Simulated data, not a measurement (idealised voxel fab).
process module | voxel self aligned vias
cross-section cut | 255 nm wide | cells 5 nm
A cross-section is a grid of square cells, given in bands from the top down. A band is one or more rows of cells.
Each band's line starts with the height of the band's top and of its bottom, in nm. Then come its materials from left to right, each with its width in nm. One material with "throughout" fills the band from edge to edge. "air" is empty space.
Height 0 is the level under which the wafer as received is all one material. The lowest band goes on downwards, as in "0 down".
A width such as "30 to 40" changes by the same amount from each row of cells to the next, from the band's top row to its bottom row.
"no change" after a step means that no cell of the cross-section changed.
closed voids: empty space of 8 cells or more with no open way to the top, each as width x height at its distance from the left edge, in nm
after a step's settings: what the simulator itself notes on the step
overlay nm, on a step with a mask: how far to the right of its planned place the mask lay; to the left if negative
plan
1 op RECEIVE | material Si
2 op CONFORMAL_DEP | material SiO2 | thk nm 15
3 op CONFORMAL_DEP | material SiCN | thk nm 5
4 op DIRECTIONAL_DEP | material SiO2 | thk nm 25
5 op PATTERN | tone open | mask id LINES | material resist | width nm 25 | pitch nm 65 | thk nm 20 | overlay nm 0
6 op DIRECTIONAL_ETCH | etch materials SiO2 | depth nm 25
7 op STRIP | etch materials resist
8 op CONFORMAL_DEP | material TiN | thk nm 5
9 op FILL_DEP | material W | thk nm 10
10 op CMP | height nm 45
11 op SELECTIVE_ETCH | etch materials W Ru TiN | depth nm 5
12 op FILL_DEP | material SiN | thk nm 10
13 op CMP | height nm 45
14 op DIRECTIONAL_DEP | material SiO2 | thk nm 20
15 op DIRECTIONAL_DEP | material aC | thk nm 15
16 op PATTERN | tone open | mask id VIAS | material resist | width nm 45 | pitch nm 65 | thk nm 30 | overlay nm 0
17 op DIRECTIONAL_ETCH | etch materials aC | depth nm 15
18 op STRIP | etch materials resist
19 op DIRECTIONAL_ETCH | etch materials SiO2 | depth nm 20
20 op DIRECTIONAL_ETCH | etch materials SiN | depth nm 5
21 op STRIP | etch materials aC
22 op CONFORMAL_DEP | material TiN | thk nm 5
23 op FILL_DEP | material W | thk nm 5
24 op CMP | height nm 65
25 op CONFORMAL_DEP | material SiN | thk nm 5
as received, after step 1
  0 down: Si throughout
  closed voids: none
first wafer at the end, as planned
  70 to 65: SiN throughout
  65 to 50: SiO2 40 | TiN 5 | W 35 | TiN 5 | SiO2 20 | TiN 5 | W 35 | TiN 5 | SiO2 20 | TiN 5 | W 35 | TiN 5 | SiO2 40
  50 to 45: SiO2 40 | TiN 15 | W 15 | TiN 15 | SiO2 20 | TiN 15 | W 15 | TiN 15 | SiO2 20 | TiN 15 | W 15 | TiN 15 | SiO2 40
  45 to 40: SiO2 50 | TiN 25 | SiO2 40 | TiN 25 | SiO2 40 | TiN 25 | SiO2 50
  40 to 25: SiO2 50 | TiN 5 | W 15 | TiN 5 | SiO2 40 | TiN 5 | W 15 | TiN 5 | SiO2 40 | TiN 5 | W 15 | TiN 5 | SiO2 50
  25 to 20: SiO2 50 | TiN 25 | SiO2 40 | TiN 25 | SiO2 40 | TiN 25 | SiO2 50
  20 to 15: SiCN throughout
  15 to 0: SiO2 throughout
  0 down: Si throughout
  closed voids: none
second wafer at the end: like start, like plan, one mistake
  70 to 65: SiN throughout
  65 to 50: SiO2 40 | TiN 5 | W 35 | TiN 5 | SiO2 20 | TiN 5 | W 35 | TiN 5 | SiO2 20 | TiN 5 | W 35 | TiN 5 | SiO2 40
  50 to 45: SiO2 40 | TiN 15 | W 15 | TiN 15 | SiO2 20 | TiN 15 | W 15 | TiN 15 | SiO2 20 | TiN 15 | W 15 | TiN 15 | SiO2 40
  45 to 40: SiO2 50 | TiN 25 | SiO2 40 | TiN 25 | SiO2 40 | TiN 25 | SiO2 50
  40 to 30: SiO2 50 | TiN 5 | W 15 | TiN 5 | SiO2 40 | TiN 5 | W 15 | TiN 5 | SiO2 40 | TiN 5 | W 15 | TiN 5 | SiO2 50
  30 to 25: SiO2 50 | TiN 25 | SiO2 40 | TiN 25 | SiO2 40 | TiN 25 | SiO2 50
  25 to 20: SiCN throughout
  20 to 0: SiO2 throughout
  0 down: Si throughout
  closed voids: none
what went wrong: step 2 ran as: op CONFORMAL_DEP | material SiO2 | thk nm 20
at the end the second wafer has, in cells: 15 more of SiO2 | 6 fewer of TiN | 9 fewer of W
